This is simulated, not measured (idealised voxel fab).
The document below concerns the process module designated voxel capacitor over wiring.
In the cross-section labelled cut, the width is 245 nm and each square cell is 5 nm.
A cross-section in this document is a grid of square cells, and it is written down as bands, the top band listed before the ones below it; a band is made up of one or more rows of cells. Look at the band entry: it leads with the top's height and the bottom's height in nm. Then it lists the materials left to right, with a width in nm for each. The word "edge to edge" on a single material says that material fills the band edge to edge. The word "empty" is empty space. It should be noted that heights are counted from 0, beneath which the wafer as supplied is of one material throughout, and that the lowest band possesses no lower boundary but continues downward, as written in "0 -> down". Per-row width for "30 to 40": begins at first number (top row of band), ends at second number (bottom row), increment between rows held constant. Any step labelled "everything unchanged" changed none of the cells in the cross-section. Under "Unvented internal voids" you'll find the enclosed gaps, the ones with no way out to the top, that are 8 cells or bigger; each reads width x height at distance, with distance counted from the left edge, everything in nm. That trailing text on a step's line, after the settings, is the simulator's own remark on the step. Among the settings permitted on a step's line is "overlay nm"; applied to a step with a mask, it specifies the extent to which the mask lay to the right of its planned position, whereas a negative figure signifies a position to the left.
### Below is the list of planned process steps
1: RECEIVE,material Si
2: CONFORMAL_DEP,material SiO2,thk nm 10
3: CONFORMAL_DEP,material SiN,thk nm 5
4: DIRECTIONAL_DEP,material SiO2,thk nm 15
5: PATTERN,tone open,mask id METAL_1,material resist,width nm 30,pitch nm 95,thk nm 20,overlay nm 0
6: DIRECTIONAL_ETCH,etch materials SiO2,depth nm 15
7: DIRECTIONAL_ETCH,etch materials SiN,depth nm 5
8: STRIP,etch materials resist
9: CONFORMAL_DEP,material TiN,thk nm 5
10: FILL_DEP,material W,thk nm 5
11: CMP,height nm 30
12: EPI,material Ru,thk nm 5
13: FILL_DEP,material SiCN,thk nm 5
14: DIRECTIONAL_DEP,material lowk,thk nm 20
15: DIRECTIONAL_DEP,material aC,thk nm 10
16: PATTERN,tone open,mask id PLUG_1,material resist,width nm 15,thk nm 30,overlay nm 0
17: DIRECTIONAL_ETCH,etch materials aC,depth nm 10
18: STRIP,etch materials resist
19: DIRECTIONAL_ETCH,etch materials lowk,depth nm 20
20: DIRECTIONAL_ETCH,etch materials SiCN,depth nm 5
21: STRIP,etch materials aC
22: EPI,material Ru,thk nm 10
23: EPI,material Ru,thk nm 10
24: EPI,material Ru,thk nm 5
25: DIRECTIONAL_DEP,material TiN,thk nm 5
26: DIRECTIONAL_DEP,material Al2O3,thk nm 5
27: DIRECTIONAL_DEP,material TiN,thk nm 5
28: PATTERN,tone cover,mask id UPPER_PLATE,material resist,width nm 70,thk nm 20,overlay nm 0
29: DIRECTIONAL_ETCH,etch materials TiN,depth nm 5
30: DIRECTIONAL_ETCH,etch materials Al2O3,depth nm 5
31: STRIP,etch materials resist
32: DIRECTIONAL_DEP,material aC,thk nm 10
33: PATTERN,tone cover,mask id LOWER_PLATE,material resist,width nm 80,thk nm 30,overlay nm 0
34: DIRECTIONAL_ETCH,etch materials aC,depth nm 10
35: STRIP,etch materials resist
36: DIRECTIONAL_ETCH,etch materials TiN,depth nm 5
37: STRIP,etch materials aC
38: FILL_DEP,material SiO2,thk nm 15
39: CMP,height nm 85
40: PATTERN,tone open,mask id PLUG_2,material resist,width nm 15,thk nm 15,overlay nm 0
41: DIRECTIONAL_ETCH,etch materials SiO2,depth nm 10
42: STRIP,etch materials resist
43: CONFORMAL_DEP,material TiN,thk nm 5
44: FILL_DEP,material Cu,thk nm 5
45: CMP,height nm 85
46: CONFORMAL_DEP,material SiCN,thk nm 5
### Wafer cross-section on receipt, i.e. after step 1
	0 -> down | Si edge to edge
	Unvented internal voids: none
### The plan above was carried out on the starting structure above with one mistake, and this cross-section shows the wafer at the end of the module
	90 -> 85 | SiCN edge to edge
	85 -> 40 | Ru edge to edge
	40 -> 35 | SiCN edge to edge
	35 -> 30 | SiCN (55), Ru (40), SiCN (55), Ru (40), SiCN (55)
	30 -> 15 | SiO2 (60), TiN (5), W (20), TiN (5), SiO2 (65), TiN (5), W (20), TiN (5), SiO2 (60)
	15 -> 10 | SiN (60), TiN (30), SiN (65), TiN (30), SiN (60)
	10 -> 0 | SiO2 edge to edge
	0 -> down | Si edge to edge
	Unvented internal voids: none
The mistake made against the process plan was this: step 14 off recipe, ran as DIRECTIONAL_DEP,material Ru,thk nm 20
